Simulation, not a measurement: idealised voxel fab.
A process module follows: voxel spacer lines.
FYI the section here is cut, 245 nm wide, cells are 5 nm squares.
A cross-section in this document is a grid of square cells, and it is written down as bands, the top band listed before the ones below it; a band is made up of one or more rows of cells. Per band: top height and bottom height in nm, followed by the left-to-right materials and their widths in nm; "full width" marks a single material spanning edge to edge, "air" marks empty space. Zero point of the height axis is 0; under it, received wafer = one material. Lowest band: continues down indefinitely, "0 -> down". The two numbers in a width such as "30..40" mark its ends across the band: the first belongs to the top row of cells, the second to the bottom row, and from each row to the next the width moves by the same amount. Any step labelled "remained unchanged" changed none of the cells in the cross-section. The entry "Cavities, sealed" lists the empty spaces that cover at least 8 cells and have no open path to the top. Each is written as width x height at distance, where the distance is measured from the left edge and all three values are in nm. It should be noted that, on the line of a given step, the content following the step's settings is a remark produced by the simulator itself with respect to that step. overlay nm: right-of-plan distance of the mask on a masked step; negative values mean left-of-plan. What follows is a series of pairs. Each pair shows a cross-section before one process step and the cross-section after it, and the after view is drawn only down to the lowest band that changed. Beneath each pair is the step that lies between the two, with its settings. Pairs may come from different runs of this module on the same starting wafer, so a pair continues from the one above it only where its entry headed "Pre-step condition" says so.

**Pre-step condition**
  50 -> 30: aC full width
  30 -> 10: SiN full width
  10 -> 0: Al2O3 full width
  0 -> down: Si full width
  Cavities, sealed: none

**Cross-Section After Step**
  80 -> 50: 75 nm resist  25 nm air  45 nm resist  25 nm air  75 nm resist
  Nothing below the height 50 has changed.
  Cavities, sealed: none
Step applied between the pre-step and post-step cross-sections shown above: PATTERN, tone open, mask id MANDREL, material resist, width nm 25, pitch nm 70, thk nm 30, overlay nm 0

Pre-step condition: carried over from the after image of the pair right above.

**Cross-Section After Step**
  60 -> 50: 75 nm resist  25 nm air  45 nm resist  25 nm air  75 nm resist
  50 -> 30: 75 nm aC  25 nm air  45 nm aC  25 nm air  75 nm aC
  Nothing below the height 30 has changed.
  Cavities, sealed: none
Step applied between the pre-step and post-step cross-sections shown above: DIRECTIONAL_ETCH, etch materials aC, depth nm 20

Pre-step condition: carried over from the after image of the pair right above.

**Cross-Section After Step**
  50 -> 30: 75 nm aC  25 nm air  45 nm aC  25 nm air  75 nm aC
  Nothing below the height 30 has changed.
  Cavities, sealed: none
Step applied between the pre-step and post-step cross-sections shown above: STRIP, etch materials resist

Pre-step condition: carried over from the after image of the pair right above.

**Cross-Section After Step**
  60 -> 50: 85 nm SiO2  5 nm air  65 nm SiO2  5 nm air  85 nm SiO2
  50 -> 40: 75 nm aC  10 nm SiO2  5 nm air  10 nm SiO2  45 nm aC  10 nm SiO2  5 nm air  10 nm SiO2  75 nm aC
  40 -> 30: 75 nm aC  25 nm SiO2  45 nm aC  25 nm SiO2  75 nm aC
  Nothing below the height 30 has changed.
  Cavities, sealed: none
Step applied between the pre-step and post-step cross-sections shown above: CONFORMAL_DEP, material SiO2, thk nm 10

Pre-step condition: carried over from the after image of the pair right above.

**Cross-Section After Step**
  50 -> 30: 75 nm aC  10 nm SiO2  5 nm air  10 nm SiO2  45 nm aC  10 nm SiO2  5 nm air  10 nm SiO2  75 nm aC
  Nothing below the height 30 has changed.
  Cavities, sealed: none
Step applied between the pre-step and post-step cross-sections shown above: DIRECTIONAL_ETCH, etch materials SiO2, depth nm 10

Pre-step condition: carried over from the after image of the pair right above.

**Cross-Section After Step**
  50 -> 30: 75 nm air  10 nm SiO2  5 nm air  10 nm SiO2  45 nm air  10 nm SiO2  5 nm air  10 nm SiO2  75 nm air
  Nothing below the height 30 has changed.
  Cavities, sealed: none
Step applied between the pre-step and post-step cross-sections shown above: STRIP, etch materials aC

Pre-step condition: carried over from the after image of the pair right above.

**Cross-Section After Step**
  50 -> 30: 75 nm air  10 nm SiO2  5 nm air  10 nm SiO2  45 nm air  10 nm SiO2  5 nm air  10 nm SiO2  75 nm air
  30 -> 10: 75 nm air  10 nm SiN  5 nm air  10 nm SiN  45 nm air  10 nm SiN  5 nm air  10 nm SiN  75 nm air
  Nothing below the height 10 has changed.
  Cavities, sealed: none
Step applied between the pre-step and post-step cross-sections shown above: DIRECTIONAL_ETCH, etch materials SiN, depth nm 20

Pre-step condition: carried over from the after image of the pair right above.

**Cross-Section After Step**
  30 -> 10: 75 nm air  10 nm SiN  5 nm air  10 nm SiN  45 nm air  10 nm SiN  5 nm air  10 nm SiN  75 nm air
  Nothing below the height 10 has changed.
  Cavities, sealed: none
Step applied between the pre-step and post-step cross-sections shown above: STRIP, etch materials SiO2
